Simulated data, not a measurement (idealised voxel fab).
process module | voxel gate over fins
cross-section cut | 240 nm wide | cells 5 nm
A cross-section is a grid of square cells, given in bands from the top down. A band is one or more rows of cells.
Each band's line starts with the height of the band's top and of its bottom, in nm. Then come its materials from left to right, each with its width in nm. One material with "throughout" fills the band from edge to edge. "air" is empty space.
Height 0 is the level under which the wafer as received is all one material. The lowest band goes on downwards, as in "0 down".
A width such as "30 to 40" changes by the same amount from each row of cells to the next, from the band's top row to its bottom row.
"no change" after a step means that no cell of the cross-section changed.
closed voids: empty space of 8 cells or more with no open way to the top, each as width x height at its distance from the left edge, in nm
after a step's settings: what the simulator itself notes on the step
overlay nm, on a step with a mask: how far to the right of its planned place the mask lay; to the left if negative
plan
1 op RECEIVE | material Si
2 op CONFORMAL_DEP | material SiN | thk nm 10
3 op DIRECTIONAL_DEP | material aC | thk nm 15
4 op PATTERN | tone cover | mask id FINS | material resist | width nm 15 | pitch nm 35 | thk nm 30 | overlay nm 0
5 op DIRECTIONAL_ETCH | etch materials aC | depth nm 15
6 op STRIP | etch materials resist
7 op DIRECTIONAL_ETCH | etch materials SiN | depth nm 10
8 op DIRECTIONAL_ETCH | etch materials Si | depth nm 35
9 op STRIP | etch materials aC
10 op OXIDIZE | depth nm 5
11 op FILL_DEP | material SiO2 | thk nm 5
12 op CMP | height nm 10
13 op SELECTIVE_ETCH | etch materials SiO2 | depth nm 25
14 op STRIP | etch materials SiN
15 op CONFORMAL_DEP | material HfO2 | thk nm 5
16 op CONFORMAL_DEP | material TiN | thk nm 5
17 op FILL_DEP | material W | thk nm 10
18 op CMP | height nm 15
19 op CONFORMAL_DEP | material SiN | thk nm 5
as received, after step 1
  0 down: Si throughout
  closed voids: none
a wafer at the end: this start, this plan, one mistake
  20 to 15: SiN throughout
  15 to 10: W throughout
  10 to 5: W 70 | HfO2 25 | W 10 | HfO2 25 | W 10 | HfO2 25 | W 75
  5 to 0: W 70 | HfO2 5 | TiN 15 | HfO2 5 | W 10 | HfO2 5 | TiN 15 | HfO2 5 | W 10 | HfO2 5 | TiN 15 | HfO2 5 | W 75
  0 to -5: W 70 | HfO2 5 | TiN 5 | Si 5 | TiN 5 | HfO2 5 | W 10 | HfO2 5 | TiN 5 | Si 5 | TiN 5 | HfO2 5 | W 10 | HfO2 5 | TiN 5 | Si 5 | TiN 5 | HfO2 5 | W 75
  -5 to -10: HfO2 75 | TiN 5 | Si 5 | TiN 5 | HfO2 20 | TiN 5 | Si 5 | TiN 5 | HfO2 20 | TiN 5 | Si 5 | TiN 5 | HfO2 80
  -10 to -15: TiN 80 | Si 5 | TiN 30 | Si 5 | TiN 30 | Si 5 | TiN 85
  -15 to -40: SiO2 80 | Si 5 | SiO2 30 | Si 5 | SiO2 30 | Si 5 | SiO2 85
  -40 down: Si throughout
  closed voids: none
what went wrong: steps 15 and 16 were swapped
